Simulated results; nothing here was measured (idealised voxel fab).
The document below concerns the process module designated voxel wiring stack.
Section shown: cut. Width: 205 nm. Cell size: 5 nm, square.
Square cells in a grid make up a cross-section in this document, and the grid is given as bands, listed from the top down, each one or more rows of cells. First you get the band's top height and its bottom height, in nm, and then the materials it's made of, left to right, with each width in nm. If you see a single material with "all across", that one covers the band edge to edge. "air" is empty space. Heights from 0 (as-received wafer is one material below). Bottom band endless downward, as "from 0 down". Width spec "30->40" -> top row of cells at first value, bottom row at second value, equal per-row change in between. Any step labelled "no change occurred" changed none of the cells in the cross-section. Voids not open to the top, 8 cells minimum: see "Entrapped void list". Written width x height at distance; distance is from the left edge; nm. Heads up: the bit after the settings on a step's line is the simulator's remark on that step. You can add "overlay nm" to a step's line. For a step with a mask, it describes how far the mask lay to the right of its planned position, and a negative number describes a lay to the left.
**Planned step list for the process**
1) RECEIVE with material Si
2) CONFORMAL_DEP with material SiO2, thk nm 15
3) CONFORMAL_DEP with material SiCN, thk nm 5
4) DIRECTIONAL_DEP with material lowk, thk nm 25
5) DIRECTIONAL_DEP with material aC, thk nm 10
6) PATTERN with tone open, mask id METAL_1, material resist, width nm 25, pitch nm 50, thk nm 30, overlay nm 0
7) DIRECTIONAL_ETCH with etch materials aC, depth nm 10
8) STRIP with etch materials resist
9) DIRECTIONAL_ETCH with etch materials lowk, depth nm 25
10) DIRECTIONAL_ETCH with etch materials SiCN, depth nm 5
11) STRIP with etch materials aC
12) CONFORMAL_DEP with material TiN, thk nm 5
13) FILL_DEP with material Cu, thk nm 10
14) CMP with height nm 45
15) CONFORMAL_DEP with material SiCN, thk nm 5
16) DIRECTIONAL_DEP with material lowk, thk nm 15
17) DIRECTIONAL_DEP with material aC, thk nm 15
18) PATTERN with tone open, mask id PLUG_1, material resist, width nm 15, pitch nm 50, thk nm 30, overlay nm 0
19) DIRECTIONAL_ETCH with etch materials aC, depth nm 15
20) STRIP with etch materials resist
21) DIRECTIONAL_ETCH with etch materials lowk, depth nm 15
22) DIRECTIONAL_ETCH with etch materials SiCN, depth nm 5
23) STRIP with etch materials aC
24) CONFORMAL_DEP with material TiN, thk nm 5
25) FILL_DEP with material Ru, thk nm 5
26) CMP with height nm 65
27) DIRECTIONAL_DEP with material TiN, thk nm 5
28) DIRECTIONAL_DEP with material W, thk nm 20
29) MASKED_ETCH with tone cover, mask id METAL_2, width nm 25, pitch nm 50, etch materials W, depth nm 20, overlay nm 0
30) MASKED_ETCH with tone cover, mask id METAL_2, width nm 25, pitch nm 50, etch materials TiN, depth nm 5, overlay nm 0
31) FILL_DEP with material SiO2, thk nm 5
32) CMP with height nm 90
33) CONFORMAL_DEP with material SiN, thk nm 5
**Incoming wafer, cross-sectional view, post step 1**
	from 0 down  Si all across
	Entrapped void list: none
**Looking at the first of two wafers in cross-section at end of module - ran to plan**
	from 95 to 90  SiN all across
	from 90 to 70  SiO2 (40)  W (25)  SiO2 (25)  W (25)  SiO2 (25)  W (25)  SiO2 (40)
	from 70 to 65  SiO2 (40)  TiN (25)  SiO2 (25)  TiN (25)  SiO2 (25)  TiN (25)  SiO2 (40)
	from 65 to 50  lowk (40)  TiN (5)  Ru (5)  TiN (5)  lowk (35)  TiN (5)  Ru (5)  TiN (5)  lowk (35)  TiN (5)  Ru (5)  TiN (5)  lowk (50)
	from 50 to 45  SiCN (40)  TiN (15)  SiCN (35)  TiN (15)  SiCN (35)  TiN (15)  SiCN (50)
	from 45 to 20  lowk (40)  TiN (5)  Cu (15)  TiN (5)  lowk (25)  TiN (5)  Cu (15)  TiN (5)  lowk (25)  TiN (5)  Cu (15)  TiN (5)  lowk (40)
	from 20 to 15  SiCN (40)  TiN (25)  SiCN (25)  TiN (25)  SiCN (25)  TiN (25)  SiCN (40)
	from 15 to 0  SiO2 all across
	from 0 down  Si all across
	Entrapped void list: none
**Cross-section, second wafer: same start as the first, same plan as the first, one mistake in running it; taken at the end of the module**
	from 95 to 90  SiN all across
	from 90 to 70  SiO2 (40)  W (25)  SiO2 (25)  W (25)  SiO2 (25)  W (25)  SiO2 (40)
	from 70 to 65  SiO2 (40)  TiN (25)  SiO2 (25)  TiN (25)  SiO2 (25)  TiN (25)  SiO2 (40)
	from 65 to 50  lowk (40)  TiN (5)  Ru (5)  TiN (5)  lowk (35)  TiN (5)  Ru (5)  TiN (5)  lowk (35)  TiN (5)  Ru (5)  TiN (5)  lowk (50)
	from 50 to 45  SiCN (40)  TiN (15)  SiCN (35)  TiN (15)  SiCN (35)  TiN (15)  SiCN (50)
	from 45 to 40  TiN (45)  Cu (15)  TiN (35)  Cu (15)  TiN (35)  Cu (15)  TiN (45)
	from 40 to 20  lowk (40)  TiN (5)  Cu (15)  TiN (5)  lowk (25)  TiN (5)  Cu (15)  TiN (5)  lowk (25)  TiN (5)  Cu (15)  TiN (5)  lowk (40)
	from 20 to 15  lowk (40)  TiN (25)  lowk (25)  TiN (25)  lowk (25)  TiN (25)  lowk (40)
	from 15 to 0  SiO2 all across
	from 0 down  Si all across
	Entrapped void list: none
Plan not followed: plan step 3 was not performed, having been skipped
at the end the second wafer has, in cells: 26 fewer of SiCN; 26 more of TiN
